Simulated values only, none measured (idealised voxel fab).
process module | voxel transistor to metal
cross-section cut | 300 nm wide | cells 5 nm
A cross-section is a grid of square cells, given in bands from the top down. A band is one or more rows of cells.
Each band's line starts with the height of the band's top and of its bottom, in nm. Then come its materials from left to right, each with its width in nm. One material with "throughout" fills the band from edge to edge. "air" is empty space.
Height 0 is the level under which the wafer as received is all one material. The lowest band goes on downwards, as in "0 down".
A width such as "30 to 40" changes by the same amount from each row of cells to the next, from the band's top row to its bottom row.
"no change" after a step means that no cell of the cross-section changed.
closed voids: empty space of 8 cells or more with no open way to the top, each as width x height at its distance from the left edge, in nm
after a step's settings: what the simulator itself notes on the step
overlay nm, on a step with a mask: how far to the right of its planned place the mask lay; to the left if negative
plan
1 op RECEIVE | material Si
2 op CONFORMAL_DEP | material SiO2 | thk nm 5
3 op CONFORMAL_DEP | material SiN | thk nm 15
4 op PATTERN | tone cover | mask id ACTIVE | material resist | width nm 115 | pitch nm 145 | thk nm 20 | overlay nm 0
5 op DIRECTIONAL_ETCH | etch materials SiN | depth nm 15
6 op DIRECTIONAL_ETCH | etch materials SiO2 | depth nm 5
7 op DIRECTIONAL_ETCH | etch materials Si | depth nm 25
8 op STRIP | etch materials resist
9 op OXIDIZE | depth nm 5
10 op FILL_DEP | material SiO2 | thk nm 10
11 op CMP | height nm 20
12 op SELECTIVE_ETCH | etch materials SiO2 | depth nm 5
13 op STRIP | etch materials SiN
14 op SELECTIVE_ETCH | etch materials SiO2 | depth nm 5
15 op OXIDIZE | depth nm 5
16 op DIRECTIONAL_DEP | material polySi | thk nm 25
17 op DIRECTIONAL_DEP | material SiCN | thk nm 10
18 op MASKED_ETCH | tone cover | mask id GATE | width nm 25 | pitch nm 145 | etch materials SiCN | depth nm 20 | overlay nm 0
19 op MASKED_ETCH | tone cover | mask id GATE | width nm 25 | pitch nm 145 | etch materials polySi | depth nm 35 | overlay nm 0
20 op CONFORMAL_DEP | material SiN | thk nm 10
21 op DIRECTIONAL_ETCH | etch materials SiN | depth nm 10
22 op DIRECTIONAL_ETCH | etch materials SiO2 | depth nm 5
23 op DIRECTIONAL_ETCH | etch materials Si | depth nm 15
24 op EPI | material nSi | thk nm 20
25 op FILL_DEP | material SiO2 | thk nm 10
26 op CMP | height nm 35
27 op DIRECTIONAL_DEP | material SiO2 | thk nm 10
28 op MASKED_ETCH | tone open | mask id CONTACT | width nm 30 | etch materials SiO2 | depth nm 45 | overlay nm 0
29 op CONFORMAL_DEP | material TiN | thk nm 5
30 op FILL_DEP | material Ru | thk nm 5
31 op CMP | height nm 45
32 op DIRECTIONAL_DEP | material TiN | thk nm 5
33 op DIRECTIONAL_DEP | material W | thk nm 15
34 op PATTERN | tone cover | mask id METAL_1 | material resist | width nm 20 | thk nm 15 | overlay nm 0
35 op DIRECTIONAL_ETCH | etch materials W | depth nm 15
36 op DIRECTIONAL_ETCH | etch materials TiN | depth nm 5
37 op STRIP | etch materials resist
38 op FILL_DEP | material lowk | thk nm 10
39 op CMP | height nm 65
40 op CONFORMAL_DEP | material SiCN | thk nm 5
41 op DIRECTIONAL_DEP | material SiO2 | thk nm 30
42 op PATTERN | tone open | mask id METAL_2_HOLES | material resist | width nm 15 | pitch nm 145 | thk nm 20 | overlay nm 0
43 op DIRECTIONAL_ETCH | etch materials SiO2 | depth nm 30
44 op STRIP | etch materials resist
45 op PATTERN | tone open | mask id METAL_2 | material resist | width nm 20 | pitch nm 145 | thk nm 20 | overlay nm 0
46 op DIRECTIONAL_ETCH | etch materials SiO2 | depth nm 15
47 op DIRECTIONAL_ETCH | etch materials SiCN | depth nm 5
48 op STRIP | etch materials resist
49 op CONFORMAL_DEP | material TiN | thk nm 5
50 op FILL_DEP | material Cu | thk nm 5
51 op CMP | height nm 100
52 op CONFORMAL_DEP | material SiCN | thk nm 5
first wafer, as planned
as received, after step 1
  0 down: Si throughout
  closed voids: none
after step 2
  5 to 0: SiO2 throughout
  below 0: unchanged
after step 3
  20 to 5: SiN throughout
  below 5: unchanged
after step 4
  40 to 20: air 20 | resist 115 | air 30 | resist 115 | air 20
  below 20: unchanged
after step 5
  40 to 20: air 20 | resist 115 | air 30 | resist 115 | air 20
  20 to 5: air 20 | SiN 115 | air 30 | SiN 115 | air 20
  below 5: unchanged
after step 6
  40 to 20: air 20 | resist 115 | air 30 | resist 115 | air 20
  20 to 5: air 20 | SiN 115 | air 30 | SiN 115 | air 20
  5 to 0: air 20 | SiO2 115 | air 30 | SiO2 115 | air 20
  below 0: unchanged
after step 7
  40 to 20: air 20 | resist 115 | air 30 | resist 115 | air 20
  20 to 5: air 20 | SiN 115 | air 30 | SiN 115 | air 20
  5 to 0: air 20 | SiO2 115 | air 30 | SiO2 115 | air 20
  0 to -25: air 20 | Si 115 | air 30 | Si 115 | air 20
  below -25: unchanged
after step 8
  20 to 5: air 20 | SiN 115 | air 30 | SiN 115 | air 20
  below 5: unchanged
after step 9
  20 to 5: air 20 | SiN 115 | air 30 | SiN 115 | air 20
  5 to 0: air 20 | SiO2 115 | air 30 | SiO2 115 | air 20
  0 to -25: air 20 | SiO2 5 | Si 105 | SiO2 5 | air 30 | SiO2 5 | Si 105 | SiO2 5 | air 20
  -25 to -30: SiO2 25 | Si 105 | SiO2 40 | Si 105 | SiO2 25
  below -30: unchanged
after step 10
  30 to 20: SiO2 throughout
  20 to 5: SiO2 20 | SiN 115 | SiO2 30 | SiN 115 | SiO2 20
  5 to 0: SiO2 throughout
  0 to -30: SiO2 25 | Si 105 | SiO2 40 | Si 105 | SiO2 25
  below -30: unchanged
after step 11
  20 to 5: SiO2 20 | SiN 115 | SiO2 30 | SiN 115 | SiO2 20
  below 5: unchanged
after step 12
  20 to 15: air 20 | SiN 115 | air 30 | SiN 115 | air 20
  below 15: unchanged
after step 13
  15 to 5: SiO2 20 | air 115 | SiO2 30 | air 115 | SiO2 20
  below 5: unchanged
after step 14
  10 to 0: SiO2 15 | air 125 | SiO2 20 | air 125 | SiO2 15
  below 0: unchanged
after step 15
  10 to 0: SiO2 15 | air 125 | SiO2 20 | air 125 | SiO2 15
  0 to -5: SiO2 throughout
  below -5: unchanged
after step 16
  35 to 25: polySi 15 | air 125 | polySi 20 | air 125 | polySi 15
  25 to 10: polySi throughout
  10 to 0: SiO2 15 | polySi 125 | SiO2 20 | polySi 125 | SiO2 15
  below 0: unchanged
after step 17
  45 to 35: SiCN 15 | air 125 | SiCN 20 | air 125 | SiCN 15
  35 to 25: polySi 15 | SiCN 125 | polySi 20 | SiCN 125 | polySi 15
  below 25: unchanged
after step 18
  35 to 25: polySi 15 | air 50 | SiCN 25 | air 50 | polySi 20 | air 50 | SiCN 25 | air 50 | polySi 15
  below 25: unchanged
after step 19
  35 to 25: air 65 | SiCN 25 | air 120 | SiCN 25 | air 65
  25 to 10: air 65 | polySi 25 | air 120 | polySi 25 | air 65
  10 to 0: SiO2 15 | air 50 | polySi 25 | air 50 | SiO2 20 | air 50 | polySi 25 | air 50 | SiO2 15
  below 0: unchanged
after step 20
  45 to 35: air 55 | SiN 45 | air 100 | SiN 45 | air 55
  35 to 25: air 55 | SiN 10 | SiCN 25 | SiN 10 | air 100 | SiN 10 | SiCN 25 | SiN 10 | air 55
  25 to 20: air 55 | SiN 10 | polySi 25 | SiN 10 | air 100 | SiN 10 | polySi 25 | SiN 10 | air 55
  20 to 10: SiN 25 | air 30 | SiN 10 | polySi 25 | SiN 10 | air 30 | SiN 40 | air 30 | SiN 10 | polySi 25 | SiN 10 | air 30 | SiN 25
  10 to 0: SiO2 15 | SiN 50 | polySi 25 | SiN 50 | SiO2 20 | SiN 50 | polySi 25 | SiN 50 | SiO2 15
  below 0: unchanged
after step 21
  35 to 25: air 55 | SiN 10 | SiCN 25 | SiN 10 | air 100 | SiN 10 | SiCN 25 | SiN 10 | air 55
  25 to 10: air 55 | SiN 10 | polySi 25 | SiN 10 | air 100 | SiN 10 | polySi 25 | SiN 10 | air 55
  10 to 0: SiO2 15 | SiN 10 | air 30 | SiN 10 | polySi 25 | SiN 10 | air 30 | SiN 10 | SiO2 20 | SiN 10 | air 30 | SiN 10 | polySi 25 | SiN 10 | air 30 | SiN 10 | SiO2 15
  below 0: unchanged
after step 22
  35 to 25: air 55 | SiN 10 | SiCN 25 | SiN 10 | air 100 | SiN 10 | SiCN 25 | SiN 10 | air 55
  25 to 10: air 55 | SiN 10 | polySi 25 | SiN 10 | air 100 | SiN 10 | polySi 25 | SiN 10 | air 55
  10 to 5: air 15 | SiN 10 | air 30 | SiN 10 | polySi 25 | SiN 10 | air 30 | SiN 10 | air 20 | SiN 10 | air 30 | SiN 10 | polySi 25 | SiN 10 | air 30 | SiN 10 | air 15
  5 to 0: SiO2 15 | SiN 10 | air 30 | SiN 10 | polySi 25 | SiN 10 | air 30 | SiN 10 | SiO2 20 | SiN 10 | air 30 | SiN 10 | polySi 25 | SiN 10 | air 30 | SiN 10 | SiO2 15
  0 to -5: SiO2 25 | air 30 | SiO2 45 | air 30 | SiO2 40 | air 30 | SiO2 45 | air 30 | SiO2 25
  below -5: unchanged
after step 23
  35 to 25: air 55 | SiN 10 | SiCN 25 | SiN 10 | air 100 | SiN 10 | SiCN 25 | SiN 10 | air 55
  25 to 10: air 55 | SiN 10 | polySi 25 | SiN 10 | air 100 | SiN 10 | polySi 25 | SiN 10 | air 55
  10 to 5: air 15 | SiN 10 | air 30 | SiN 10 | polySi 25 | SiN 10 | air 30 | SiN 10 | air 20 | SiN 10 | air 30 | SiN 10 | polySi 25 | SiN 10 | air 30 | SiN 10 | air 15
  5 to 0: SiO2 15 | SiN 10 | air 30 | SiN 10 | polySi 25 | SiN 10 | air 30 | SiN 10 | SiO2 20 | SiN 10 | air 30 | SiN 10 | polySi 25 | SiN 10 | air 30 | SiN 10 | SiO2 15
  0 to -5: SiO2 25 | air 30 | SiO2 45 | air 30 | SiO2 40 | air 30 | SiO2 45 | air 30 | SiO2 25
  -5 to -20: SiO2 25 | air 30 | Si 45 | air 30 | SiO2 40 | air 30 | Si 45 | air 30 | SiO2 25
  below -20: unchanged
after step 24
  35 to 25: air 55 | SiN 10 | SiCN 25 | SiN 10 | air 100 | SiN 10 | SiCN 25 | SiN 10 | air 55
  25 to 15: air 55 | SiN 10 | polySi 25 | SiN 10 | air 100 | SiN 10 | polySi 25 | SiN 10 | air 55
  15 to 10: air 35 | nSi 20 | SiN 10 | polySi 25 | SiN 10 | nSi 20 | air 60 | nSi 20 | SiN 10 | polySi 25 | SiN 10 | nSi 20 | air 35
  10 to 5: air 15 | SiN 10 | air 10 | nSi 20 | SiN 10 | polySi 25 | SiN 10 | nSi 20 | air 10 | SiN 10 | air 20 | SiN 10 | air 10 | nSi 20 | SiN 10 | polySi 25 | SiN 10 | nSi 20 | air 10 | SiN 10 | air 15
  5 to 0: SiO2 15 | SiN 10 | air 10 | nSi 20 | SiN 10 | polySi 25 | SiN 10 | nSi 20 | air 10 | SiN 10 | SiO2 20 | SiN 10 | air 10 | nSi 20 | SiN 10 | polySi 25 | SiN 10 | nSi 20 | air 10 | SiN 10 | SiO2 15
  0 to -5: SiO2 25 | nSi 30 | SiO2 45 | nSi 30 | SiO2 40 | nSi 30 | SiO2 45 | nSi 30 | SiO2 25
  -5 to -20: SiO2 25 | nSi 30 | Si 45 | nSi 30 | SiO2 40 | nSi 30 | Si 45 | nSi 30 | SiO2 25
  below -20: unchanged
after step 25
  45 to 35: SiO2 throughout
  35 to 25: SiO2 55 | SiN 10 | SiCN 25 | SiN 10 | SiO2 100 | SiN 10 | SiCN 25 | SiN 10 | SiO2 55
  25 to 15: SiO2 55 | SiN 10 | polySi 25 | SiN 10 | SiO2 100 | SiN 10 | polySi 25 | SiN 10 | SiO2 55
  15 to 10: SiO2 35 | nSi 20 | SiN 10 | polySi 25 | SiN 10 | nSi 20 | SiO2 60 | nSi 20 | SiN 10 | polySi 25 | SiN 10 | nSi 20 | SiO2 35
  10 to 0: SiO2 15 | SiN 10 | SiO2 10 | nSi 20 | SiN 10 | polySi 25 | SiN 10 | nSi 20 | SiO2 10 | SiN 10 | SiO2 20 | SiN 10 | SiO2 10 | nSi 20 | SiN 10 | polySi 25 | SiN 10 | nSi 20 | SiO2 10 | SiN 10 | SiO2 15
  below 0: unchanged
after step 26
  35 to 25: SiO2 55 | SiN 10 | SiCN 25 | SiN 10 | SiO2 100 | SiN 10 | SiCN 25 | SiN 10 | SiO2 55
  below 25: unchanged
after step 27
  45 to 35: SiO2 throughout
  below 35: unchanged
after step 28
  45 to 35: SiO2 30 | air 30 | SiO2 35 | air 30 | SiO2 50 | air 30 | SiO2 35 | air 30 | SiO2 30
  35 to 25: SiO2 30 | air 25 | SiN 10 | SiCN 25 | SiN 10 | air 25 | SiO2 50 | air 25 | SiN 10 | SiCN 25 | SiN 10 | air 25 | SiO2 30
  25 to 15: SiO2 30 | air 25 | SiN 10 | polySi 25 | SiN 10 | air 25 | SiO2 50 | air 25 | SiN 10 | polySi 25 | SiN 10 | air 25 | SiO2 30
  15 to 10: SiO2 30 | air 5 | nSi 20 | SiN 10 | polySi 25 | SiN 10 | nSi 20 | air 5 | SiO2 50 | air 5 | nSi 20 | SiN 10 | polySi 25 | SiN 10 | nSi 20 | air 5 | SiO2 30
  10 to 0: SiO2 15 | SiN 10 | SiO2 5 | air 5 | nSi 20 | SiN 10 | polySi 25 | SiN 10 | nSi 20 | air 5 | SiO2 5 | SiN 10 | SiO2 20 | SiN 10 | SiO2 5 | air 5 | nSi 20 | SiN 10 | polySi 25 | SiN 10 | nSi 20 | air 5 | SiO2 5 | SiN 10 | SiO2 15
  below 0: unchanged
after step 29
  50 to 45: TiN 35 | air 20 | TiN 45 | air 20 | TiN 60 | air 20 | TiN 45 | air 20 | TiN 35
  45 to 35: SiO2 30 | TiN 5 | air 20 to 15 | TiN 5 to 10 | SiO2 35 | TiN 5 to 10 | air 20 to 15 | TiN 5 | SiO2 50 | TiN 5 | air 20 to 15 | TiN 5 to 10 | SiO2 35 | TiN 5 to 10 | air 20 to 15 | TiN 5 | SiO2 30
  35 to 25: SiO2 30 | TiN 5 | air 15 | TiN 5 | SiN 10 | SiCN 25 | SiN 10 | TiN 5 | air 15 | TiN 5 | SiO2 50 | TiN 5 | air 15 | TiN 5 | SiN 10 | SiCN 25 | SiN 10 | TiN 5 | air 15 | TiN 5 | SiO2 30
  25 to 20: SiO2 30 | TiN 5 | air 15 | TiN 5 | SiN 10 | polySi 25 | SiN 10 | TiN 5 | air 15 | TiN 5 | SiO2 50 | TiN 5 | air 15 | TiN 5 | SiN 10 | polySi 25 | SiN 10 | TiN 5 | air 15 | TiN 5 | SiO2 30
  20 to 15: SiO2 30 | TiN 25 | SiN 10 | polySi 25 | SiN 10 | TiN 25 | SiO2 50 | TiN 25 | SiN 10 | polySi 25 | SiN 10 | TiN 25 | SiO2 30
  15 to 10: SiO2 30 | TiN 5 | nSi 20 | SiN 10 | polySi 25 | SiN 10 | nSi 20 | TiN 5 | SiO2 50 | TiN 5 | nSi 20 | SiN 10 | polySi 25 | SiN 10 | nSi 20 | TiN 5 | SiO2 30
  10 to 0: SiO2 15 | SiN 10 | SiO2 5 | TiN 5 | nSi 20 | SiN 10 | polySi 25 | SiN 10 | nSi 20 | TiN 5 | SiO2 5 | SiN 10 | SiO2 20 | SiN 10 | SiO2 5 | TiN 5 | nSi 20 | SiN 10 | polySi 25 | SiN 10 | nSi 20 | TiN 5 | SiO2 5 | SiN 10 | SiO2 15
  below 0: unchanged
after step 30
  55 to 50: Ru throughout
  50 to 45: TiN 35 | Ru 20 | TiN 45 | Ru 20 | TiN 60 | Ru 20 | TiN 45 | Ru 20 | TiN 35
  45 to 35: SiO2 30 | TiN 5 | Ru 20 to 15 | TiN 5 to 10 | SiO2 35 | TiN 5 to 10 | Ru 20 to 15 | TiN 5 | SiO2 50 | TiN 5 | Ru 20 to 15 | TiN 5 to 10 | SiO2 35 | TiN 5 to 10 | Ru 20 to 15 | TiN 5 | SiO2 30
  35 to 25: SiO2 30 | TiN 5 | Ru 15 | TiN 5 | SiN 10 | SiCN 25 | SiN 10 | TiN 5 | Ru 15 | TiN 5 | SiO2 50 | TiN 5 | Ru 15 | TiN 5 | SiN 10 | SiCN 25 | SiN 10 | TiN 5 | Ru 15 | TiN 5 | SiO2 30
  25 to 20: SiO2 30 | TiN 5 | Ru 15 | TiN 5 | SiN 10 | polySi 25 | SiN 10 | TiN 5 | Ru 15 | TiN 5 | SiO2 50 | TiN 5 | Ru 15 | TiN 5 | SiN 10 | polySi 25 | SiN 10 | TiN 5 | Ru 15 | TiN 5 | SiO2 30
  below 20: unchanged
after step 31
  45 to 35: SiO2 30 | TiN 5 | Ru 20 to 15 | TiN 5 to 10 | SiO2 35 | TiN 5 to 10 | Ru 20 to 15 | TiN 5 | SiO2 50 | TiN 5 | Ru 20 to 15 | TiN 5 to 10 | SiO2 35 | TiN 5 to 10 | Ru 20 to 15 | TiN 5 | SiO2 30
  below 35: unchanged
after step 32
  50 to 45: TiN throughout
  below 45: unchanged
after step 33
  65 to 50: W throughout
  below 50: unchanged
after step 34
  80 to 65: air 30 | resist 20 | air 55 | resist 20 | air 50 | resist 20 | air 55 | resist 20 | air 30
  below 65: unchanged
after step 35
  80 to 65: air 30 | resist 20 | air 55 | resist 20 | air 50 | resist 20 | air 55 | resist 20 | air 30
  65 to 50: air 30 | W 20 | air 55 | W 20 | air 50 | W 20 | air 55 | W 20 | air 30
  below 50: unchanged
after step 36
  80 to 65: air 30 | resist 20 | air 55 | resist 20 | air 50 | resist 20 | air 55 | resist 20 | air 30
  65 to 50: air 30 | W 20 | air 55 | W 20 | air 50 | W 20 | air 55 | W 20 | air 30
  50 to 45: air 30 | TiN 20 | air 55 | TiN 20 | air 50 | TiN 20 | air 55 | TiN 20 | air 30
  below 45: unchanged
after step 37
  65 to 50: air 30 | W 20 | air 55 | W 20 | air 50 | W 20 | air 55 | W 20 | air 30
  below 50: unchanged
after step 38
  75 to 65: lowk throughout
  65 to 50: lowk 30 | W 20 | lowk 55 | W 20 | lowk 50 | W 20 | lowk 55 | W 20 | lowk 30
  50 to 45: lowk 30 | TiN 20 | lowk 55 | TiN 20 | lowk 50 | TiN 20 | lowk 55 | TiN 20 | lowk 30
  below 45: unchanged
after step 39
  65 to 50: lowk 30 | W 20 | lowk 55 | W 20 | lowk 50 | W 20 | lowk 55 | W 20 | lowk 30
  below 50: unchanged
after step 40
  70 to 65: SiCN throughout
  below 65: unchanged
after step 41
  100 to 70: SiO2 throughout
  below 70: unchanged
after step 42
  120 to 100: resist 30 | air 15 | resist 130 | air 15 | resist 110
  below 100: unchanged
after step 43
  120 to 100: resist 30 | air 15 | resist 130 | air 15 | resist 110
  100 to 70: SiO2 30 | air 15 | SiO2 130 | air 15 | SiO2 110
  below 70: unchanged
after step 44
  100 to 70: SiO2 30 | air 15 | SiO2 130 | air 15 | SiO2 110
  below 70: unchanged
after step 45
  120 to 100: resist 30 | air 20 | resist 125 | air 20 | resist 105
  below 100: unchanged
after step 46
  120 to 100: resist 30 | air 20 | resist 125 | air 20 | resist 105
  100 to 85: SiO2 30 | air 20 | SiO2 125 | air 20 | SiO2 105
  below 85: unchanged
after step 47
  120 to 100: resist 30 | air 20 | resist 125 | air 20 | resist 105
  100 to 85: SiO2 30 | air 20 | SiO2 125 | air 20 | SiO2 105
  85 to 70: SiO2 30 | air 15 | SiO2 130 | air 15 | SiO2 110
  70 to 65: SiCN 30 | air 15 | SiCN 130 | air 15 | SiCN 110
  below 65: unchanged
after step 48
  100 to 85: SiO2 30 | air 20 | SiO2 125 | air 20 | SiO2 105
  below 85: unchanged
after step 49
  105 to 100: TiN 35 | air 10 | TiN 135 | air 10 | TiN 110
  100 to 90: SiO2 30 | TiN 5 | air 10 | TiN 5 | SiO2 125 | TiN 5 | air 10 | TiN 5 | SiO2 105
  90 to 85: SiO2 30 | TiN 5 | air 5 | TiN 10 | SiO2 125 | TiN 5 | air 5 | TiN 10 | SiO2 105
  85 to 70: SiO2 30 | TiN 5 | air 5 | TiN 5 | SiO2 130 | TiN 5 | air 5 | TiN 5 | SiO2 110
  70 to 65: SiCN 30 | TiN 15 | SiCN 130 | TiN 15 | SiCN 110
  below 65: unchanged
after step 50
  110 to 105: Cu throughout
  105 to 100: TiN 35 | Cu 10 | TiN 135 | Cu 10 | TiN 110
  100 to 90: SiO2 30 | TiN 5 | Cu 10 | TiN 5 | SiO2 125 | TiN 5 | Cu 10 | TiN 5 | SiO2 105
  90 to 85: SiO2 30 | TiN 5 | Cu 5 | TiN 10 | SiO2 125 | TiN 5 | Cu 5 | TiN 10 | SiO2 105
  85 to 70: SiO2 30 | TiN 5 | Cu 5 | TiN 5 | SiO2 130 | TiN 5 | Cu 5 | TiN 5 | SiO2 110
  below 70: unchanged
after step 51
  100 to 90: SiO2 30 | TiN 5 | Cu 10 | TiN 5 | SiO2 125 | TiN 5 | Cu 10 | TiN 5 | SiO2 105
  below 90: unchanged
after step 52
  105 to 100: SiCN throughout
  below 100: unchanged
second wafer: like start, like plan, one mistake. Through step 37 it matches the first wafer
when step 38 should have ended
  75 to 65: SiN throughout
  65 to 50: SiN 30 | W 20 | SiN 55 | W 20 | SiN 50 | W 20 | SiN 55 | W 20 | SiN 30
  50 to 45: SiN 30 | TiN 20 | SiN 55 | TiN 20 | SiN 50 | TiN 20 | SiN 55 | TiN 20 | SiN 30
  below 45: unchanged
when step 39 should have ended
  65 to 50: SiN 30 | W 20 | SiN 55 | W 20 | SiN 50 | W 20 | SiN 55 | W 20 | SiN 30
  below 50: unchanged
when step 40 should have ended
  70 to 65: SiCN throughout
  below 65: unchanged
when step 41 should have ended
  100 to 70: SiO2 throughout
  below 70: unchanged
when step 42 should have ended
  120 to 100: resist 30 | air 15 | resist 130 | air 15 | resist 110
  below 100: unchanged
when step 43 should have ended
  120 to 100: resist 30 | air 15 | resist 130 | air 15 | resist 110
  100 to 70: SiO2 30 | air 15 | SiO2 130 | air 15 | SiO2 110
  below 70: unchanged
when step 44 should have ended
  100 to 70: SiO2 30 | air 15 | SiO2 130 | air 15 | SiO2 110
  below 70: unchanged
when step 45 should have ended
  120 to 100: resist 30 | air 20 | resist 125 | air 20 | resist 105
  below 100: unchanged
when step 46 should have ended
  120 to 100: resist 30 | air 20 | resist 125 | air 20 | resist 105
  100 to 85: SiO2 30 | air 20 | SiO2 125 | air 20 | SiO2 105
  below 85: unchanged
when step 47 should have ended
  120 to 100: resist 30 | air 20 | resist 125 | air 20 | resist 105
  100 to 85: SiO2 30 | air 20 | SiO2 125 | air 20 | SiO2 105
  85 to 70: SiO2 30 | air 15 | SiO2 130 | air 15 | SiO2 110
  70 to 65: SiCN 30 | air 15 | SiCN 130 | air 15 | SiCN 110
  below 65: unchanged
when step 48 should have ended
  100 to 85: SiO2 30 | air 20 | SiO2 125 | air 20 | SiO2 105
  below 85: unchanged
when step 49 should have ended
  105 to 100: TiN 35 | air 10 | TiN 135 | air 10 | TiN 110
  100 to 90: SiO2 30 | TiN 5 | air 10 | TiN 5 | SiO2 125 | TiN 5 | air 10 | TiN 5 | SiO2 105
  90 to 85: SiO2 30 | TiN 5 | air 5 | TiN 10 | SiO2 125 | TiN 5 | air 5 | TiN 10 | SiO2 105
  85 to 70: SiO2 30 | TiN 5 | air 5 | TiN 5 | SiO2 130 | TiN 5 | air 5 | TiN 5 | SiO2 110
  70 to 65: SiCN 30 | TiN 15 | SiCN 130 | TiN 15 | SiCN 110
  below 65: unchanged
when step 50 should have ended
  110 to 105: Cu throughout
  105 to 100: TiN 35 | Cu 10 | TiN 135 | Cu 10 | TiN 110
  100 to 90: SiO2 30 | TiN 5 | Cu 10 | TiN 5 | SiO2 125 | TiN 5 | Cu 10 | TiN 5 | SiO2 105
  90 to 85: SiO2 30 | TiN 5 | Cu 5 | TiN 10 | SiO2 125 | TiN 5 | Cu 5 | TiN 10 | SiO2 105
  85 to 70: SiO2 30 | TiN 5 | Cu 5 | TiN 5 | SiO2 130 | TiN 5 | Cu 5 | TiN 5 | SiO2 110
  below 70: unchanged
when step 51 should have ended
  100 to 90: SiO2 30 | TiN 5 | Cu 10 | TiN 5 | SiO2 125 | TiN 5 | Cu 10 | TiN 5 | SiO2 105
  below 90: unchanged
when step 52 should have ended
  105 to 100: SiCN throughout
  below 100: unchanged
what went wrong: step 38 ran as: op FILL_DEP | material SiN | thk nm 10
at the end the second wafer has, in cells: 176 more of SiN | 176 fewer of lowk
